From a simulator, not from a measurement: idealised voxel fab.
Title: Process Module voxel self aligned vias
This is section cut - it's 275 nm across, gridded in 5 nm square cells.
Notation: cross-section as square-cell grid; stated in bands, top first, going down; one or more cell rows per band.
Top height, bottom height, nm. Materials left to right, width each, nm. Single material + "edge to edge" = fills band edge to edge. "air" = empty.
All heights in this document are referenced to 0, defined as the level beneath which the wafer, as received, consists entirely of one material. The lowest band is not bounded below; it extends indefinitely downward and is written in the form "0 nm and below".
Read "30..40" as a graded width: first number on top, second number at the bottom, same change between each pair of neighbouring rows.
"identical to before" -> step changed no cross-section cell.
"Trapped void list" enumerates empty spaces isolated from the top, with no open way to it, that contain at least 8 cells, giving each as width x height at distance from the left edge, all three in nm.
The remark found on a step's line after its settings is issued by the simulator itself and pertains to that step.
For masked steps, "overlay nm" on the step line gives how far right of plan the mask actually lay; a minus sign means it lay to the left.
HERE'S WHAT THE PLANNED PROCESS STEPS LOOK LIKE
- 1: RECEIVE, material Si
- 2: CONFORMAL_DEP, material SiO2, thk nm 15
- 3: CONFORMAL_DEP, material SiCN, thk nm 5
- 4: DIRECTIONAL_DEP, material SiO2, thk nm 20
- 5: PATTERN, tone open, mask id LINES, material resist, width nm 20, pitch nm 55, thk nm 15, overlay nm 0
- 6: DIRECTIONAL_ETCH, etch materials SiO2, depth nm 20
- 7: STRIP, etch materials resist
- 8: CONFORMAL_DEP, material TiN, thk nm 5
- 9: FILL_DEP, material Ru, thk nm 5
- 10: CMP, height nm 40
- 11: SELECTIVE_ETCH, etch materials W Ru TiN, depth nm 10
- 12: FILL_DEP, material SiN, thk nm 5
- 13: CMP, height nm 40
- 14: DIRECTIONAL_DEP, material SiO2, thk nm 15
- 15: MASKED_ETCH, tone open, mask id VIAS, width nm 30, pitch nm 55, etch materials SiO2, depth nm 15, overlay nm 0
- 16: MASKED_ETCH, tone open, mask id VIAS, width nm 30, pitch nm 55, etch materials SiN, depth nm 10, overlay nm 0
- 17: CONFORMAL_DEP, material TiN, thk nm 5
- 18: FILL_DEP, material W, thk nm 5
- 19: CMP, height nm 55
- 20: CONFORMAL_DEP, material SiCN, thk nm 5
FIRST OF TWO WAFERS - AS PLANNED
AS-RECEIVED WAFER CROSS-SECTION (AFTER STEP 1)
- 0 nm and below | Si edge to edge
- Trapped void list: none
THE FOLLOWING CROSS-SECTION DEPICTS THE WAFER UPON COMPLETION OF STEP 2
- 15 nm to 0 nm | SiO2 edge to edge
- Nothing below the height 0 has changed.
THE FOLLOWING CROSS-SECTION DEPICTS THE WAFER UPON COMPLETION OF STEP 3
- 20 nm to 15 nm | SiCN edge to edge
- Nothing below the height 15 has changed.
THE FOLLOWING CROSS-SECTION DEPICTS THE WAFER UPON COMPLETION OF STEP 4
- 40 nm to 20 nm | SiO2 edge to edge
- Nothing below the height 20 has changed.
THE FOLLOWING CROSS-SECTION DEPICTS THE WAFER UPON COMPLETION OF STEP 5
- 55 nm to 40 nm | resist: 70 / air: 20 / resist: 35 / air: 20 / resist: 35 / air: 20 / resist: 75
- Nothing below the height 40 has changed.
THE FOLLOWING CROSS-SECTION DEPICTS THE WAFER UPON COMPLETION OF STEP 6
- 55 nm to 40 nm | resist: 70 / air: 20 / resist: 35 / air: 20 / resist: 35 / air: 20 / resist: 75
- 40 nm to 20 nm | SiO2: 70 / air: 20 / SiO2: 35 / air: 20 / SiO2: 35 / air: 20 / SiO2: 75
- Nothing below the height 20 has changed.
THE FOLLOWING CROSS-SECTION DEPICTS THE WAFER UPON COMPLETION OF STEP 7
- 40 nm to 20 nm | SiO2: 70 / air: 20 / SiO2: 35 / air: 20 / SiO2: 35 / air: 20 / SiO2: 75
- Nothing below the height 20 has changed.
THE FOLLOWING CROSS-SECTION DEPICTS THE WAFER UPON COMPLETION OF STEP 8
- 45 nm to 40 nm | TiN: 75 / air: 10 / TiN: 45 / air: 10 / TiN: 45 / air: 10 / TiN: 80
- 40 nm to 25 nm | SiO2: 70 / TiN: 5 / air: 10 / TiN: 5 / SiO2: 35 / TiN: 5 / air: 10 / TiN: 5 / SiO2: 35 / TiN: 5 / air: 10 / TiN: 5 / SiO2: 75
- 25 nm to 20 nm | SiO2: 70 / TiN: 20 / SiO2: 35 / TiN: 20 / SiO2: 35 / TiN: 20 / SiO2: 75
- Nothing below the height 20 has changed.
THE FOLLOWING CROSS-SECTION DEPICTS THE WAFER UPON COMPLETION OF STEP 9
- 50 nm to 45 nm | Ru edge to edge
- 45 nm to 40 nm | TiN: 75 / Ru: 10 / TiN: 45 / Ru: 10 / TiN: 45 / Ru: 10 / TiN: 80
- 40 nm to 25 nm | SiO2: 70 / TiN: 5 / Ru: 10 / TiN: 5 / SiO2: 35 / TiN: 5 / Ru: 10 / TiN: 5 / SiO2: 35 / TiN: 5 / Ru: 10 / TiN: 5 / SiO2: 75
- Nothing below the height 25 has changed.
THE FOLLOWING CROSS-SECTION DEPICTS THE WAFER UPON COMPLETION OF STEP 10
- 40 nm to 25 nm | SiO2: 70 / TiN: 5 / Ru: 10 / TiN: 5 / SiO2: 35 / TiN: 5 / Ru: 10 / TiN: 5 / SiO2: 35 / TiN: 5 / Ru: 10 / TiN: 5 / SiO2: 75
- Nothing below the height 25 has changed.
THE FOLLOWING CROSS-SECTION DEPICTS THE WAFER UPON COMPLETION OF STEP 11
- 40 nm to 30 nm | SiO2: 70 / air: 20 / SiO2: 35 / air: 20 / SiO2: 35 / air: 20 / SiO2: 75
- Nothing below the height 30 has changed.
THE FOLLOWING CROSS-SECTION DEPICTS THE WAFER UPON COMPLETION OF STEP 12
- 45 nm to 40 nm | SiN edge to edge
- 40 nm to 30 nm | SiO2: 70 / SiN: 20 / SiO2: 35 / SiN: 20 / SiO2: 35 / SiN: 20 / SiO2: 75
- Nothing below the height 30 has changed.
THE FOLLOWING CROSS-SECTION DEPICTS THE WAFER UPON COMPLETION OF STEP 13
- 40 nm to 30 nm | SiO2: 70 / SiN: 20 / SiO2: 35 / SiN: 20 / SiO2: 35 / SiN: 20 / SiO2: 75
- Nothing below the height 30 has changed.
THE FOLLOWING CROSS-SECTION DEPICTS THE WAFER UPON COMPLETION OF STEP 14
- 55 nm to 40 nm | SiO2 edge to edge
- Nothing below the height 40 has changed.
THE FOLLOWING CROSS-SECTION DEPICTS THE WAFER UPON COMPLETION OF STEP 15
- 55 nm to 40 nm | SiO2: 65 / air: 30 / SiO2: 25 / air: 30 / SiO2: 25 / air: 30 / SiO2: 70
- Nothing below the height 40 has changed.
THE FOLLOWING CROSS-SECTION DEPICTS THE WAFER UPON COMPLETION OF STEP 16
- 55 nm to 40 nm | SiO2: 65 / air: 30 / SiO2: 25 / air: 30 / SiO2: 25 / air: 30 / SiO2: 70
- 40 nm to 30 nm | SiO2: 70 / air: 20 / SiO2: 35 / air: 20 / SiO2: 35 / air: 20 / SiO2: 75
- Nothing below the height 30 has changed.
THE FOLLOWING CROSS-SECTION DEPICTS THE WAFER UPON COMPLETION OF STEP 17
- 60 nm to 55 nm | TiN: 70 / air: 20 / TiN: 35 / air: 20 / TiN: 35 / air: 20 / TiN: 75
- 55 nm to 45 nm | SiO2: 65 / TiN: 5 / air: 20 / TiN: 5 / SiO2: 25 / TiN: 5 / air: 20 / TiN: 5 / SiO2: 25 / TiN: 5 / air: 20 / TiN: 5 / SiO2: 70
- 45 nm to 35 nm | SiO2: 65..70 / TiN: 10..5 / air: 10 / TiN: 10..5 / SiO2: 25..35 / TiN: 10..5 / air: 10 / TiN: 10..5 / SiO2: 25..35 / TiN: 10..5 / air: 10 / TiN: 10..5 / SiO2: 70..75
- 35 nm to 30 nm | SiO2: 70 / TiN: 20 / SiO2: 35 / TiN: 20 / SiO2: 35 / TiN: 20 / SiO2: 75
- Nothing below the height 30 has changed.
THE FOLLOWING CROSS-SECTION DEPICTS THE WAFER UPON COMPLETION OF STEP 18
- 65 nm to 60 nm | W edge to edge
- 60 nm to 55 nm | TiN: 70 / W: 20 / TiN: 35 / W: 20 / TiN: 35 / W: 20 / TiN: 75
- 55 nm to 45 nm | SiO2: 65 / TiN: 5 / W: 20 / TiN: 5 / SiO2: 25 / TiN: 5 / W: 20 / TiN: 5 / SiO2: 25 / TiN: 5 / W: 20 / TiN: 5 / SiO2: 70
- 45 nm to 35 nm | SiO2: 65..70 / TiN: 10..5 / W: 10 / TiN: 10..5 / SiO2: 25..35 / TiN: 10..5 / W: 10 / TiN: 10..5 / SiO2: 25..35 / TiN: 10..5 / W: 10 / TiN: 10..5 / SiO2: 70..75
- Nothing below the height 35 has changed.
THE FOLLOWING CROSS-SECTION DEPICTS THE WAFER UPON COMPLETION OF STEP 19
- 55 nm to 45 nm | SiO2: 65 / TiN: 5 / W: 20 / TiN: 5 / SiO2: 25 / TiN: 5 / W: 20 / TiN: 5 / SiO2: 25 / TiN: 5 / W: 20 / TiN: 5 / SiO2: 70
- Nothing below the height 45 has changed.
THE FOLLOWING CROSS-SECTION DEPICTS THE WAFER UPON COMPLETION OF STEP 20
- 60 nm to 55 nm | SiCN edge to edge
- Nothing below the height 55 has changed.
NOTES, SECOND WAFER: START = FIRST WAFER'S, PLAN = FIRST WAFER'S, EXECUTION HAD ONE MISTAKE; HISTORY IDENTICAL TO FIRST THROUGH STEP 14
CROSS-SECTION, SECOND WAFER, AT THE END TIME THE PLAN GIVES FOR STEP 15
- 55 nm to 40 nm | SiO2: 75 / air: 30 / SiO2: 25 / air: 30 / SiO2: 25 / air: 30 / SiO2: 60
- Nothing below the height 40 has changed.
CROSS-SECTION, SECOND WAFER, AT THE END TIME THE PLAN GIVES FOR STEP 16
- 55 nm to 40 nm | SiO2: 75 / air: 30 / SiO2: 25 / air: 30 / SiO2: 25 / air: 30 / SiO2: 60
- 40 nm to 30 nm | SiO2: 70 / SiN: 5 / air: 15 / SiO2: 35 / SiN: 5 / air: 15 / SiO2: 35 / SiN: 5 / air: 15 / SiO2: 75
- Nothing below the height 30 has changed.
CROSS-SECTION, SECOND WAFER, AT THE END TIME THE PLAN GIVES FOR STEP 17
- 60 nm to 55 nm | TiN: 80 / air: 20 / TiN: 35 / air: 20 / TiN: 35 / air: 20 / TiN: 65
- 55 nm to 45 nm | SiO2: 75 / TiN: 5 / air: 20 / TiN: 5 / SiO2: 25 / TiN: 5 / air: 20 / TiN: 5 / SiO2: 25 / TiN: 5 / air: 20 / TiN: 5 / SiO2: 60
- 45 nm to 40 nm | SiO2: 75 / TiN: 5 / air: 5 / TiN: 20 / SiO2: 25 / TiN: 5 / air: 5 / TiN: 20 / SiO2: 25 / TiN: 5 / air: 5 / TiN: 20 / SiO2: 60
- 40 nm to 35 nm | SiO2: 70 / SiN: 5 / TiN: 5 / air: 5 / TiN: 5 / SiO2: 35 / SiN: 5 / TiN: 5 / air: 5 / TiN: 5 / SiO2: 35 / SiN: 5 / TiN: 5 / air: 5 / TiN: 5 / SiO2: 75
- 35 nm to 30 nm | SiO2: 70 / SiN: 5 / TiN: 15 / SiO2: 35 / SiN: 5 / TiN: 15 / SiO2: 35 / SiN: 5 / TiN: 15 / SiO2: 75
- Nothing below the height 30 has changed.
CROSS-SECTION, SECOND WAFER, AT THE END TIME THE PLAN GIVES FOR STEP 18
- 65 nm to 60 nm | W edge to edge
- 60 nm to 55 nm | TiN: 80 / W: 20 / TiN: 35 / W: 20 / TiN: 35 / W: 20 / TiN: 65
- 55 nm to 45 nm | SiO2: 75 / TiN: 5 / W: 20 / TiN: 5 / SiO2: 25 / TiN: 5 / W: 20 / TiN: 5 / SiO2: 25 / TiN: 5 / W: 20 / TiN: 5 / SiO2: 60
- 45 nm to 40 nm | SiO2: 75 / TiN: 5 / W: 5 / TiN: 20 / SiO2: 25 / TiN: 5 / W: 5 / TiN: 20 / SiO2: 25 / TiN: 5 / W: 5 / TiN: 20 / SiO2: 60
- 40 nm to 35 nm | SiO2: 70 / SiN: 5 / TiN: 5 / W: 5 / TiN: 5 / SiO2: 35 / SiN: 5 / TiN: 5 / W: 5 / TiN: 5 / SiO2: 35 / SiN: 5 / TiN: 5 / W: 5 / TiN: 5 / SiO2: 75
- Nothing below the height 35 has changed.
CROSS-SECTION, SECOND WAFER, AT THE END TIME THE PLAN GIVES FOR STEP 19
- 55 nm to 45 nm | SiO2: 75 / TiN: 5 / W: 20 / TiN: 5 / SiO2: 25 / TiN: 5 / W: 20 / TiN: 5 / SiO2: 25 / TiN: 5 / W: 20 / TiN: 5 / SiO2: 60
- Nothing below the height 45 has changed.
CROSS-SECTION, SECOND WAFER, AT THE END TIME THE PLAN GIVES FOR STEP 20
- 60 nm to 55 nm | SiCN edge to edge
- Nothing below the height 55 has changed.
Nonconformance to the process plan: step 15 did not happen as planned, as run it was MASKED_ETCH, tone open, mask id VIAS, width nm 30, pitch nm 55, etch materials SiO2, depth nm 15, overlay nm 10
Once processing is complete, comparing cell counts shows that the second wafer has more or fewer of certain materials than the first: SiN +6 | W -6
